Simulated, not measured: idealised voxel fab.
Process module, titled voxel ribs on slabs
It is cross-section cut that appears here, measuring 180 nm in width, its square cells being 5 nm in size.
A cross-section is written here as square cells arranged in a grid, and it is given in bands from the top down, each band taking up one or more rows of cells. Quick guide to a band line: top height, bottom height (nm) up front; then every material left to right with its width in nm. Only one material and it's marked "full width"? Then it fills the band edge to edge. And "blank" just means empty space. We count height from 0. Below that, the starting wafer is all one material. The lowest band never ends at the bottom but goes on down; see "0 down" for how that is written. A two-number width, for instance "30..40", indicates that the width is equal to the first number in the top row of the band and to the second number in the bottom row, and that it changes by a constant amount per row of cells. "identical to before", as given for a step, is the statement that not any cell of the cross-section underwent a change during that step. Basically, "Closed cavity list" tells you about the enclosed voids: empty spaces with no open way to the top, 8 cells or bigger, each written width x height at distance, where distance is from the left edge, all in nm. Past the settings on a step's line: simulator remark, on that step. "overlay nm" on a masked step: distance the mask lay right of its planned place, negative for left.
BELOW IS THE LIST OF PLANNED PROCESS STEPS
1) RECEIVE,material Si
2) DIRECTIONAL_DEP,material SiO2,thk nm 25
3) DIRECTIONAL_DEP,material polySi,thk nm 15
4) MASKED_ETCH,tone cover,mask id RIB,width nm 20,etch materials polySi,depth nm 10,overlay nm 0
5) PATTERN,tone cover,mask id SLAB,material resist,width nm 80,thk nm 15,overlay nm 0
6) DIRECTIONAL_ETCH,etch materials polySi,depth nm 5
7) STRIP,etch materials resist
8) FILL_DEP,material SiO2,thk nm 20
9) CMP,height nm 50
10) DIRECTIONAL_DEP,material W,thk nm 5
11) PATTERN,tone cover,mask id HEATER,material resist,width nm 20,thk nm 20,overlay nm 0
12) DIRECTIONAL_ETCH,etch materials W,depth nm 5
13) STRIP,etch materials resist
14) CONFORMAL_DEP,material SiN,thk nm 10
Where the wafers of this document differ is in the width nm of step 11; they start out the same, and the plan states the value that applied to the first wafer.
THE FIRST OF SEVERAL WAFERS AS RECEIVED, SHOWN IN CROSS-SECTION; THIS IS ITS STATE AFTER STEP 1
	0 down | Si full width
	Closed cavity list: none
BASICALLY EACH WAFER GETS A LINE IN THE TABLE, SHOWING IT AT THE END OF THE MODULE: MATERIAL BY MATERIAL, THE CELLS IT GAINED (+) OR LOST (-) SINCE WE GOT IT, THEN ITS CLOSED VOIDS
width nm 20; +76 SiN; +336 SiO2; +4 W; +24 polySi; Closed cavity list: none
width nm 25; +76 SiN; +336 SiO2; +5 W; +24 polySi; Closed cavity list: none
width nm 30; +76 SiN; +336 SiO2; +6 W; +24 polySi; Closed cavity list: none
width nm 35; +76 SiN; +336 SiO2; +7 W; +24 polySi; Closed cavity list: none
width nm 40; +76 SiN; +336 SiO2; +8 W; +24 polySi; Closed cavity list: none
width nm 45; +76 SiN; +336 SiO2; +9 W; +24 polySi; Closed cavity list: none
